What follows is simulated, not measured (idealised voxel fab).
voxel tone inversion: a process module
In the cross-section labelled cut, the width is 285 nm and each square cell is 5 nm.
Reading order for cross-sections: top band down to bottom band. Underlying form: a grid of square cells. Band size: one or more rows of cells.
The entry gives the band's vertical extent as a top height and a bottom height in nm, then its horizontal make-up as materials from left to right, each with a width in nm. "empty" stands for empty space; a single material marked "throughout" fills the band edge to edge.
It should be noted that heights are counted from 0, beneath which the wafer as supplied is of one material throughout, and that the lowest band possesses no lower boundary but continues downward, as written in "0 down".
The width entry "30 to 40" should be interpreted row by row: the top row of cells in the band takes the first number, the bottom row takes the second number, and the change between adjacent rows is uniform throughout.
No cell of the cross-section changed in a step that is given as "no alteration".
The list in "Closed voids list" covers empty spaces of 8 cells or more that cannot reach the top through any open way, and it gives each as width x height at distance; the distance is from the left edge, and width, height and distance are in nm.
Text after the settings on a step's line: the simulator's own remark on that step.
"overlay nm" denotes, for a step that has a mask, the displacement of the mask to the right of its planned place, with negative values corresponding to the left.
So here's the lineup of process steps we planned
1 op RECEIVE | material Si
2 op CONFORMAL_DEP | material SiN | thk nm 10
3 op DIRECTIONAL_DEP | material aC | thk nm 15
4 op PATTERN | tone cover | mask id POSTS | material resist | width nm 20 | pitch nm 35 | thk nm 20 | overlay nm 0
5 op DIRECTIONAL_ETCH | etch materials aC | depth nm 15
6 op STRIP | etch materials resist
7 op FILL_DEP | material lowk | thk nm 10
8 op CMP | height nm 25
9 op STRIP | etch materials aC
10 op CONFORMAL_DEP | material TiN | thk nm 5
11 op FILL_DEP | material W | thk nm 10
12 op CMP | height nm 25
13 op CONFORMAL_DEP | material SiN | thk nm 5
Concerning the first of two wafers, which was run in accordance with the plan
Shown in cross-section is the wafer as received, that is, as it stands after step 1
- 0 down  Si throughout
- Closed voids list: none
Cross-section of the wafer after step 2
- 10 to 0  SiN throughout
- Under 0: no change, same as before.
Cross-section of the wafer after step 3
- 25 to 10  aC throughout
- Under 10: no change, same as before.
Cross-section of the wafer after step 4
- 45 to 25  empty (115) | resist (20) | empty (15) | resist (20) | empty (115)
- Under 25: no change, same as before.
Cross-section of the wafer after step 5
- 30 to 25  empty (115) | resist (20) | empty (15) | resist (20) | empty (115)
- 25 to 10  empty (115) | aC (20) | empty (15) | aC (20) | empty (115)
- Under 10: no change, same as before.
Cross-section of the wafer after step 6
- 25 to 10  empty (115) | aC (20) | empty (15) | aC (20) | empty (115)
- Under 10: no change, same as before.
Cross-section of the wafer after step 7
- 35 to 25  lowk throughout
- 25 to 10  lowk (115) | aC (20) | lowk (15) | aC (20) | lowk (115)
- Under 10: no change, same as before.
Cross-section of the wafer after step 8
- 25 to 10  lowk (115) | aC (20) | lowk (15) | aC (20) | lowk (115)
- Under 10: no change, same as before.
Cross-section of the wafer after step 9
- 25 to 10  lowk (115) | empty (20) | lowk (15) | empty (20) | lowk (115)
- Under 10: no change, same as before.
Cross-section of the wafer after step 10
- 30 to 25  TiN (120) | empty (10) | TiN (25) | empty (10) | TiN (120)
- 25 to 15  lowk (115) | TiN (5) | empty (10) | TiN (5) | lowk (15) | TiN (5) | empty (10) | TiN (5) | lowk (115)
- 15 to 10  lowk (115) | TiN (20) | lowk (15) | TiN (20) | lowk (115)
- Under 10: no change, same as before.
Cross-section of the wafer after step 11
- 40 to 30  W throughout
- 30 to 25  TiN (120) | W (10) | TiN (25) | W (10) | TiN (120)
- 25 to 15  lowk (115) | TiN (5) | W (10) | TiN (5) | lowk (15) | TiN (5) | W (10) | TiN (5) | lowk (115)
- Under 15: no change, same as before.
Cross-section of the wafer after step 12
- 25 to 15  lowk (115) | TiN (5) | W (10) | TiN (5) | lowk (15) | TiN (5) | W (10) | TiN (5) | lowk (115)
- Under 15: no change, same as before.
Cross-section of the wafer after step 13
- 30 to 25  SiN throughout
- Under 25: no change, same as before.
What follows concerns the second wafer, which started out like the first and was meant to follow the very same plan; one mistake crept in when it was run, but everything up to and including step 3 is the same as for the first wafer
Cross-section of the second wafer at the time by which step 4 should have been completed according to the plan
- 45 to 25  empty (120) | resist (15) | empty (20) | resist (15) | empty (115)
- Under 25: no change, same as before.
Cross-section of the second wafer at the time by which step 5 should have been completed according to the plan
- 30 to 25  empty (120) | resist (15) | empty (20) | resist (15) | empty (115)
- 25 to 10  empty (120) | aC (15) | empty (20) | aC (15) | empty (115)
- Under 10: no change, same as before.
Cross-section of the second wafer at the time by which step 6 should have been completed according to the plan
- 25 to 10  empty (120) | aC (15) | empty (20) | aC (15) | empty (115)
- Under 10: no change, same as before.
Cross-section of the second wafer at the time by which step 7 should have been completed according to the plan
- 35 to 25  lowk throughout
- 25 to 10  lowk (120) | aC (15) | lowk (20) | aC (15) | lowk (115)
- Under 10: no change, same as before.
Cross-section of the second wafer at the time by which step 8 should have been completed according to the plan
- 25 to 10  lowk (120) | aC (15) | lowk (20) | aC (15) | lowk (115)
- Under 10: no change, same as before.
Cross-section of the second wafer at the time by which step 9 should have been completed according to the plan
- 25 to 10  lowk (120) | empty (15) | lowk (20) | empty (15) | lowk (115)
- Under 10: no change, same as before.
Cross-section of the second wafer at the time by which step 10 should have been completed according to the plan
- 30 to 25  TiN (125) | empty (5) | TiN (30) | empty (5) | TiN (120)
- 25 to 15  lowk (120) | TiN (5) | empty (5) | TiN (5) | lowk (20) | TiN (5) | empty (5) | TiN (5) | lowk (115)
- 15 to 10  lowk (120) | TiN (15) | lowk (20) | TiN (15) | lowk (115)
- Under 10: no change, same as before.
Cross-section of the second wafer at the time by which step 11 should have been completed according to the plan
- 40 to 30  W throughout
- 30 to 25  TiN (125) | W (5) | TiN (30) | W (5) | TiN (120)
- 25 to 15  lowk (120) | TiN (5) | W (5) | TiN (5) | lowk (20) | TiN (5) | W (5) | TiN (5) | lowk (115)
- Under 15: no change, same as before.
Cross-section of the second wafer at the time by which step 12 should have been completed according to the plan
- 25 to 15  lowk (120) | TiN (5) | W (5) | TiN (5) | lowk (20) | TiN (5) | W (5) | TiN (5) | lowk (115)
- Under 15: no change, same as before.
Cross-section of the second wafer at the time by which step 13 should have been completed according to the plan
- 30 to 25  SiN throughout
- Under 25: no change, same as before.
The plan and the run diverged here: step 4 was processed under conditions differing from the plan, specifically as op PATTERN | tone cover | mask id POSTS | material resist | width nm 15 | pitch nm 35 | thk nm 20 | overlay nm 0
Counted in cells at the end, the second wafer holds more or fewer of these materials than the first: 2 fewer of TiN | 4 fewer of W | 6 more of lowk
